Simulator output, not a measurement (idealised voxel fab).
A process module follows: voxel local oxidation.
Each square cell in cross-section cut measures 5 nm, and the section as a whole is 220 nm wide.
Throughout this document, each cross-section is represented as a grid of square cells and is presented as a sequence of bands enumerated from the top downward, where a band comprises one or more rows of cells. Quick guide to a band line: top height, bottom height (nm) up front; then every material left to right with its width in nm. Only one material and it's marked "all across"? Then it fills the band edge to edge. And "air" just means empty space. A quick word on heights: they are counted from 0, and under that level the wafer as it came to us is one material throughout. The lowest band is different from the rest in having no bottom; it simply continues downward, written as in "z 0 and below". It should be noted that a width expressed as "30..40" varies in equal increments from row to row of cells within the band, taking the value of the first number at the top row and that of the second number at the bottom row. The cross-section has no changed cell in any step marked "no change". You'll see "Encapsulated voids" listing empty spaces that have no way open to the top, as long as they're 8 cells or more; the notation is width x height at distance, where the distance is from the left edge, and all of it is in nm. Where a step's line continues beyond its settings, the continuation is a remark by the simulator itself on that step. overlay nm: step with mask; distance mask lay right of planned place; negative value = left of planned place.
**Process steps - plan**
1,RECEIVE: material Si
2,CONFORMAL_DEP: material SiO2, thk nm 5
3,CONFORMAL_DEP: material SiN, thk nm 10
4,MASKED_ETCH: tone cover, mask id ACTIVE, width nm 95, etch materials SiN, depth nm 10, overlay nm 0
5,SELECTIVE_ETCH: etch materials SiO2, depth nm 5
6,OXIDIZE: depth nm 15
7,STRIP: etch materials SiN
**So, the first of our two wafers, run just as we planned it**
**Delivered wafer in cross-section: state after step 1**
- z 0 and below = Si all across
- Encapsulated voids: none
**How the wafer stands in section after step 2**
- z 5 to 0 = SiO2 all across
- Under the height 0 nothing was changed.
**How the wafer stands in section after step 3**
- z 15 to 5 = SiN all across
- Under the height 5 nothing was changed.
**How the wafer stands in section after step 4**
- z 15 to 5 = 60 nm air  95 nm SiN  65 nm air
- Under the height 5 nothing was changed.
**How the wafer stands in section after step 5**
- z 15 to 5 = 60 nm air  95 nm SiN  65 nm air
- z 5 to 0 = 65 nm air  85 nm SiO2  70 nm air
- Under the height 0 nothing was changed.
**How the wafer stands in section after step 6**
- z 15 to 5 = 60 nm air  95 nm SiN  65 nm air
- z 5 to 0 = 65 nm air  85 nm SiO2  70 nm air
- z 0 to -15 = 80 nm SiO2  55 nm Si  85 nm SiO2
- Under the height -15 nothing was changed.
**How the wafer stands in section after step 7**
- z 5 to 0 = 65 nm air  85 nm SiO2  70 nm air
- Under the height 0 nothing was changed.
**Okay, second wafer. Nothing different at the start, nothing different in the plan, just one mistake somewhere in the running. As far as step 3, counting that step, it's the first wafer all over again**
**Cross-section of the second wafer at the time step 4 of the plan should have ended**
- z 15 to 5 = 65 nm air  95 nm SiN  60 nm air
- Under the height 5 nothing was changed.
**Cross-section of the second wafer at the time step 5 of the plan should have ended**
- z 15 to 5 = 65 nm air  95 nm SiN  60 nm air
- z 5 to 0 = 70 nm air  85 nm SiO2  65 nm air
- Under the height 0 nothing was changed.
**Cross-section of the second wafer at the time step 6 of the plan should have ended**
- z 15 to 5 = 65 nm air  95 nm SiN  60 nm air
- z 5 to 0 = 70 nm air  85 nm SiO2  65 nm air
- z 0 to -15 = 85 nm SiO2  55 nm Si  80 nm SiO2
- Under the height -15 nothing was changed.
**Cross-section of the second wafer at the time step 7 of the plan should have ended**
- z 5 to 0 = 70 nm air  85 nm SiO2  65 nm air
- Under the height 0 nothing was changed.
Where did the run depart from the plan? step 4, actual vs plan mismatch, actual run MASKED_ETCH: tone cover, mask id ACTIVE, width nm 95, etch materials SiN, depth nm 10, overlay nm 5
Comparing end states, the material composition by cell count is preserved from the first wafer to the second, while the locations of the cells are not.
